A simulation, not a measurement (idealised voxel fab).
Module name: voxel ribs on slabs (process module)
FYI the section here is cut, 285 nm wide, cells are 5 nm squares.
Cross-section format: a grid of square cells, given as bands from top to bottom; each band is one or more rows of cells.
Each band's line starts with the height of the band's top and of its bottom, in nm. Then come its materials from left to right, each with its width in nm. One material with "full width" fills the band from edge to edge. "empty" is empty space.
Heads up on the height convention: 0 is the point under which the incoming wafer is all one material, and the lowest band has no bottom, it just keeps going down, like "0 and below".
A width such as "30->40" changes by the same amount from each row of cells to the next, from the band's top row to its bottom row.
Basically "remains unaltered" means that step didn't change any cell in the cross-section.
The list in "Sealed void list" covers empty spaces of 8 cells or more that cannot reach the top through any open way, and it gives each as width x height at distance; the distance is from the left edge, and width, height and distance are in nm.
Text after the settings on a step's line: the simulator's own remark on that step.
"overlay nm" answers the question of how far to the right of plan the mask lay on a step that has a mask, and when it is negative the answer is to the left.

## Steps in the process plan
- 1: op RECEIVE | material Si
- 2: op DIRECTIONAL_DEP | material SiO2 | thk nm 20
- 3: op DIRECTIONAL_DEP | material SiN | thk nm 20
- 4: op DIRECTIONAL_DEP | material aC | thk nm 15
- 5: op PATTERN | tone cover | mask id RIB | material resist | width nm 20 | thk nm 30 | overlay nm 0
- 6: op DIRECTIONAL_ETCH | etch materials aC | depth nm 15
- 7: op STRIP | etch materials resist
- 8: op DIRECTIONAL_ETCH | etch materials SiN | depth nm 5
- 9: op STRIP | etch materials aC
- 10: op DIRECTIONAL_DEP | material aC | thk nm 15
- 11: op PATTERN | tone cover | mask id SLAB | material resist | width nm 70 | thk nm 30 | overlay nm 0
- 12: op DIRECTIONAL_ETCH | etch materials aC | depth nm 15
- 13: op STRIP | etch materials resist
- 14: op DIRECTIONAL_ETCH | etch materials SiN | depth nm 15
- 15: op STRIP | etch materials aC
- 16: op FILL_DEP | material SiO2 | thk nm 25
- 17: op CMP | height nm 55
- 18: op DIRECTIONAL_DEP | material W | thk nm 10
- 19: op PATTERN | tone cover | mask id HEATER | material resist | width nm 30 | thk nm 20 | overlay nm 0
- 20: op DIRECTIONAL_ETCH | etch materials W | depth nm 10
- 21: op STRIP | etch materials resist
- 22: op CONFORMAL_DEP | material SiN | thk nm 10

## The cross-section here shows the wafer as received, i.e. in its state after step 1
- 0 and below | Si full width
- Sealed void list: none

## Result of the module, cross-sectioned: start per above, plan per above, one error in how it was run
- 65 down to 55 | 125 empty, 30 W, 130 empty
- 55 down to 40 | SiO2 full width
- 40 down to 35 | 130 SiO2, 20 SiN, 135 SiO2
- 35 down to 20 | 105 SiO2, 70 SiN, 110 SiO2
- 20 down to 0 | SiO2 full width
- 0 and below | Si full width
- Sealed void list: none
In executing the process, a mistake was made relative to the plan: heads up, step 22 of the plan was skipped and never actually ran
